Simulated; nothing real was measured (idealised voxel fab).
Process module, titled voxel capacitor over wiring
We display cut, a cross-section 155 nm in width whose square cells are each 5 nm.
Cross-section, as written here: a square-cell grid given band by band from the top down, where a band holds one or more rows of cells.
Band: top and bottom heights (nm) first, top before bottom; then materials from left to right, widths in nm. "throughout" marks a sole material filling the band edge to edge. "air" denotes empty space.
Height datum 0, below which the as-received substrate wafer is one material. Lowest band open at the bottom, running downward: "0..down".
Top row gets the first number, bottom row gets the second, and each row in between changes by the same step: that is how a band width like "30->40" works.
Where a step carries "no modification", the cross-section came out of it unchanged, cell for cell.
Voids not open to the top, 8 cells minimum: see "Closed void register". Written width x height at distance; distance is from the left edge; nm.
Read whatever lies past the settings on a step's line as the simulator's own remark about the step.
"overlay nm" on a masked step: distance the mask lay right of its planned place, negative for left.

Planned process steps:
step 1: RECEIVE,material Si
step 2: CONFORMAL_DEP,material SiO2,thk nm 10
step 3: DIRECTIONAL_DEP,material TiN,thk nm 5
step 4: DIRECTIONAL_DEP,material Ru,thk nm 25
step 5: MASKED_ETCH,tone cover,mask id METAL_1,width nm 30,pitch nm 85,etch materials Ru,depth nm 25,overlay nm 0
step 6: MASKED_ETCH,tone cover,mask id METAL_1,width nm 30,pitch nm 85,etch materials TiN,depth nm 5,overlay nm 0
step 7: CONFORMAL_DEP,material SiN,thk nm 5
step 8: FILL_DEP,material lowk,thk nm 5
step 9: CMP,height nm 40
step 10: CONFORMAL_DEP,material SiCN,thk nm 5
step 11: DIRECTIONAL_DEP,material SiO2,thk nm 20
step 12: PATTERN,tone open,mask id PLUG_1,material resist,width nm 15,thk nm 20,overlay nm 0
step 13: DIRECTIONAL_ETCH,etch materials SiO2,depth nm 20
step 14: DIRECTIONAL_ETCH,etch materials SiCN,depth nm 5
step 15: STRIP,etch materials resist
step 16: EPI,material Ru,thk nm 10
step 17: EPI,material Ru,thk nm 10
step 18: EPI,material Ru,thk nm 5
step 19: DIRECTIONAL_DEP,material TiN,thk nm 10
step 20: DIRECTIONAL_DEP,material Al2O3,thk nm 5
step 21: DIRECTIONAL_DEP,material TiN,thk nm 10
step 22: MASKED_ETCH,tone cover,mask id UPPER_PLATE,width nm 60,etch materials TiN,depth nm 10,overlay nm 0
step 23: MASKED_ETCH,tone cover,mask id UPPER_PLATE,width nm 60,etch materials Al2O3,depth nm 5,overlay nm 0
step 24: MASKED_ETCH,tone cover,mask id LOWER_PLATE,width nm 70,etch materials TiN,depth nm 10,overlay nm 0
step 25: FILL_DEP,material SiO2,thk nm 15
step 26: CMP,height nm 100
step 27: MASKED_ETCH,tone open,mask id PLUG_2,width nm 15,etch materials SiO2,depth nm 10,overlay nm 0
step 28: CONFORMAL_DEP,material TiN,thk nm 5
step 29: FILL_DEP,material Cu,thk nm 10
step 30: CMP,height nm 100
step 31: CONFORMAL_DEP,material SiCN,thk nm 5

As-received state of the wafer in cross-section, equivalent to post-step 1:
* 0..down | Si throughout
* Closed void register: none

First of two wafers at the end of the module, shown in cross-section; run carried out as planned:
* 105..100 | SiCN throughout
* 100..95 | SiO2=45 | TiN=5 | Cu=5 | TiN=5 | SiO2=95
* 95..90 | SiO2=45 | TiN=15 | SiO2=95
* 90..80 | SiO2=35 | TiN=60 | SiO2=60
* 80..75 | SiO2=35 | Al2O3=60 | SiO2=60
* 75..65 | SiO2=30 | TiN=70 | SiO2=55
* 65..45 | SiO2=35 | Ru=15 | SiO2=105
* 45..40 | SiCN=35 | Ru=15 | SiCN=105
* 40..15 | lowk=15 | SiN=5 | Ru=30 | SiN=5 | lowk=45 | SiN=5 | Ru=30 | SiN=5 | lowk=15
* 15..10 | SiN=20 | TiN=30 | SiN=55 | TiN=30 | SiN=20
* 10..0 | SiO2 throughout
* 0..down | Si throughout
* Closed void register: none

Here is the second of the two wafers cut open at the end of the module - same start, same plan as the first one, but we made one mistake running it:
* 105..100 | SiCN throughout
* 100..95 | SiO2=45 | TiN=5 | Cu=5 | TiN=5 | SiO2=95
* 95..90 | SiO2=45 | TiN=15 | SiO2=95
* 90..80 | SiO2=35 | TiN=60 | SiO2=60
* 80..75 | SiO2=35 | Al2O3=60 | SiO2=60
* 75..65 | SiO2=35 | TiN=65 | SiO2=55
* 65..45 | SiO2=35 | Ru=15 | SiO2=105
* 45..40 | SiCN=35 | Ru=15 | SiCN=105
* 40..15 | lowk=15 | SiN=5 | Ru=30 | SiN=5 | lowk=45 | SiN=5 | Ru=30 | SiN=5 | lowk=15
* 15..10 | SiN=20 | TiN=30 | SiN=55 | TiN=30 | SiN=20
* 10..0 | SiO2 throughout
* 0..down | Si throughout
* Closed void register: none
Short version of what went wrong: step 24 was not run as planned; what actually ran was MASKED_ETCH,tone cover,mask id LOWER_PLATE,width nm 65,etch materials TiN,depth nm 10,overlay nm 0
Count the cells at the end and the second wafer has more or fewer of some materials than the first: SiO2: 2 more, TiN: 2 fewer
